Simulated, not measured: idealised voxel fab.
Presented below is a process module, voxel self aligned vias.
240 nm wide, 5 nm square cells: that's cross-section cut.
Cross-section format: a grid of square cells, given as bands from top to bottom; each band is one or more rows of cells. This entry defines a band. It first specifies the height of the band's top and the height of its bottom in nm, and then specifies the band's materials from left to right, stating each material with its width in nm. The word "throughout" identifies a single material that fills the band from edge to edge, while the word "empty" identifies empty space. Ref level 0: as-received wafer is one material below here. Bottom band extends down with no lower bound ("0 nm and below"). Graded width ("30 to 40"): value in top row of band = first number; value in bottom row = second number; row-to-row change constant. "remains unaltered" for a step: no cell of the cross-section changed in that step. Look at "Closed void list" for the closed voids: empty spaces with no open path to the top, sized 8 cells or up. Each is width x height at distance, distance from the left edge, all nm. It should be noted that, on the line of a given step, the content following the step's settings is a remark produced by the simulator itself with respect to that step. When a step includes a mask, the "overlay nm" setting on its line states how far to the right of its planned place that mask lay, and negative values state how far to the left.

The planned process steps are enumerated hereunder:
1,RECEIVE [material Si]
2,CONFORMAL_DEP [material SiO2] [thk nm 15]
3,CONFORMAL_DEP [material SiCN] [thk nm 5]
4,DIRECTIONAL_DEP [material SiO2] [thk nm 25]
5,MASKED_ETCH [tone open] [mask id LINES] [width nm 30] [pitch nm 55] [etch materials SiO2] [depth nm 25] [overlay nm 0]
6,CONFORMAL_DEP [material TiN] [thk nm 5]
7,FILL_DEP [material W] [thk nm 10]
8,CMP [height nm 45]
9,SELECTIVE_ETCH [etch materials W Ru TiN] [depth nm 5]
10,FILL_DEP [material SiN] [thk nm 10]
11,CMP [height nm 45]
12,DIRECTIONAL_DEP [material SiO2] [thk nm 20]
13,MASKED_ETCH [tone open] [mask id VIAS] [width nm 40] [pitch nm 55] [etch materials SiO2] [depth nm 20] [overlay nm 0]
14,MASKED_ETCH [tone open] [mask id VIAS] [width nm 40] [pitch nm 55] [etch materials SiN] [depth nm 5] [overlay nm 0]
15,CONFORMAL_DEP [material TiN] [thk nm 5]
16,FILL_DEP [material W] [thk nm 10]
17,CMP [height nm 65]
18,CONFORMAL_DEP [material SiCN] [thk nm 5]

As received (post step 1): cross-section:
> 0 nm and below | Si throughout
> Closed void list: none

Post-module cross-section of the first of two wafers (run per plan):
> 70 nm to 65 nm | SiCN throughout
> 65 nm to 50 nm | SiO2 (70)  TiN (5)  W (30)  TiN (5)  SiO2 (15)  TiN (5)  W (30)  TiN (5)  SiO2 (75)
> 50 nm to 45 nm | SiO2 (70)  TiN (10)  W (20)  TiN (10)  SiO2 (15)  TiN (10)  W (20)  TiN (10)  SiO2 (75)
> 45 nm to 40 nm | SiO2 (75)  TiN (30)  SiO2 (25)  TiN (30)  SiO2 (80)
> 40 nm to 25 nm | SiO2 (75)  TiN (5)  W (20)  TiN (5)  SiO2 (25)  TiN (5)  W (20)  TiN (5)  SiO2 (80)
> 25 nm to 20 nm | SiO2 (75)  TiN (30)  SiO2 (25)  TiN (30)  SiO2 (80)
> 20 nm to 15 nm | SiCN throughout
> 15 nm to 0 nm | SiO2 throughout
> 0 nm and below | Si throughout
> Closed void list: none

Here is the second of the two wafers cut open at the end of the module - same start, same plan as the first one, but we made one mistake running it:
> 70 nm to 65 nm | SiCN throughout
> 65 nm to 50 nm | SiO2 (70)  TiN (5)  W (30)  TiN (5)  SiO2 (15)  TiN (5)  W (30)  TiN (5)  SiO2 (75)
> 50 nm to 45 nm | SiO2 (70)  TiN (40)  SiO2 (15)  TiN (40)  SiO2 (75)
> 45 nm to 40 nm | SiN (70)  TiN (5)  SiO2 (30)  TiN (5)  SiN (15)  TiN (5)  SiO2 (30)  TiN (5)  SiN (75)
> 40 nm to 25 nm | W (70)  TiN (5)  SiO2 (30)  TiN (5)  W (15)  TiN (5)  SiO2 (30)  TiN (5)  W (75)
> 25 nm to 20 nm | TiN (75)  SiO2 (30)  TiN (25)  SiO2 (30)  TiN (80)
> 20 nm to 15 nm | SiCN throughout
> 15 nm to 0 nm | SiO2 throughout
> 0 nm and below | Si throughout
> Closed void list: none
What went wrong in running the wafer? step 5 was not run as planned; what actually ran was MASKED_ETCH [tone cover] [mask id LINES] [width nm 30] [pitch nm 55] [etch materials SiO2] [depth nm 25] [overlay nm 0]
Once processing is complete, comparing cell counts shows that the second wafer has more or fewer of certain materials than the first: +32 SiN; -120 SiO2; +24 TiN; +64 W
